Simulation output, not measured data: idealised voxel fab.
The document below concerns the process module designated voxel air gaps.
cross-section cut | 215 nm wide | cells 5 nm
Format of a cross-section: grid, square cells. Given as bands. Order: top down. Band: one or more rows of cells.
Within each band entry, the heights of the top and of the bottom of the band appear first, in that order and in nm; the materials of the band then follow from left to right, each with its corresponding width in nm. The designation "throughout" on a single material indicates that it fills the band from edge to edge; the designation "air" indicates empty space.
Zero point of the height axis is 0; under it, received wafer = one material. Lowest band: continues down indefinitely, "from 0 down".
The notation "30..40" denotes a width that varies across the rows of cells in the band, beginning at the first number in the top row, finishing at the second number in the bottom row, and changing by an identical amount from each row to the next.
Basically "everything unchanged" means that step didn't change any cell in the cross-section.
Heads up: "Closed void entries" only lists the empty pockets with no open path to the top that are 8 cells or more, and it writes them as width x height at distance, distance from the left edge, in nm.
On each step's line, the part that comes after the settings is the simulator's own comment on the step.
overlay nm: right-of-plan distance of the mask on a masked step; negative values mean left-of-plan.

# The planned process steps are enumerated hereunder
1,RECEIVE, material Si
2,CONFORMAL_DEP, material SiO2, thk nm 10
3,CONFORMAL_DEP, material SiN, thk nm 5
4,DIRECTIONAL_DEP, material lowk, thk nm 35
5,DIRECTIONAL_DEP, material aC, thk nm 5
6,PATTERN, tone open, mask id LINES, material resist, width nm 15, pitch nm 45, thk nm 35, overlay nm 0
7,DIRECTIONAL_ETCH, etch materials aC, depth nm 15
8,STRIP, etch materials resist
9,DIRECTIONAL_ETCH, etch materials lowk, depth nm 35
10,STRIP, etch materials aC
11,CONFORMAL_DEP, material TiN, thk nm 5
12,FILL_DEP, material Ru, thk nm 10
13,CMP, height nm 50
14,EPI, material Ru, thk nm 10
15,SELECTIVE_ETCH, etch materials lowk, depth nm 45
16,CONFORMAL_DEP, material SiN, thk nm 5
Variable across wafers: step 5 thk nm (plan value is that of the first wafer; starting state common to all).

# The as-received cross-section of the first of several wafers corresponds to the state after step 1
from 0 down | Si throughout
Closed void entries: none

# Depicted here is the first of several wafers in cross-section, at module completion following the last step, step 16
from 65 to 60 | air (40), SiN (135), air (40)
from 60 to 50 | air (40), SiN (5), Ru (35), SiN (10), Ru (35), SiN (10), Ru (35), SiN (5), air (40)
from 50 to 45 | air (40), SiN (15), TiN (5), Ru (5), TiN (5), SiN (30), TiN (5), Ru (5), TiN (5), SiN (30), TiN (5), Ru (5), TiN (5), SiN (15), air (40)
from 45 to 20 | air (50), SiN (5), TiN (5), Ru (5), TiN (5), SiN (5), air (20), SiN (5), TiN (5), Ru (5), TiN (5), SiN (5), air (20), SiN (5), TiN (5), Ru (5), TiN (5), SiN (5), air (50)
from 20 to 15 | SiN (55), TiN (15), SiN (30), TiN (15), SiN (30), TiN (15), SiN (55)
from 15 to 10 | SiN throughout
from 10 to 0 | SiO2 throughout
from 0 down | Si throughout
Closed void entries: 20 x 25 at 75; 20 x 25 at 120

# X-section, last wafer, module end
from 20 to 10 | SiN throughout
from 10 to 0 | SiO2 throughout
from 0 down | Si throughout
Closed void entries: none

# Heads up, this table goes wafer by wafer. A row tells you, at the end of the module, how many cells of each material that wafer has put on (+) or dropped (-) since it was received, and then its closed voids
thk nm 5, +60 Ru, +164 SiN, +86 SiO2, +45 TiN, Closed void entries: 20 x 25 at 75; 20 x 25 at 120
thk nm 10, +60 Ru, +164 SiN, +86 SiO2, +45 TiN, Closed void entries: 20 x 25 at 75; 20 x 25 at 120
thk nm 15, +60 Ru, +164 SiN, +86 SiO2, +45 TiN, Closed void entries: 20 x 25 at 75; 20 x 25 at 120
thk nm 20, +86 SiN, +86 SiO2, Closed void entries: none
thk nm 25, +86 SiN, +86 SiO2, Closed void entries: none
thk nm 30, +86 SiN, +86 SiO2, Closed void entries: none
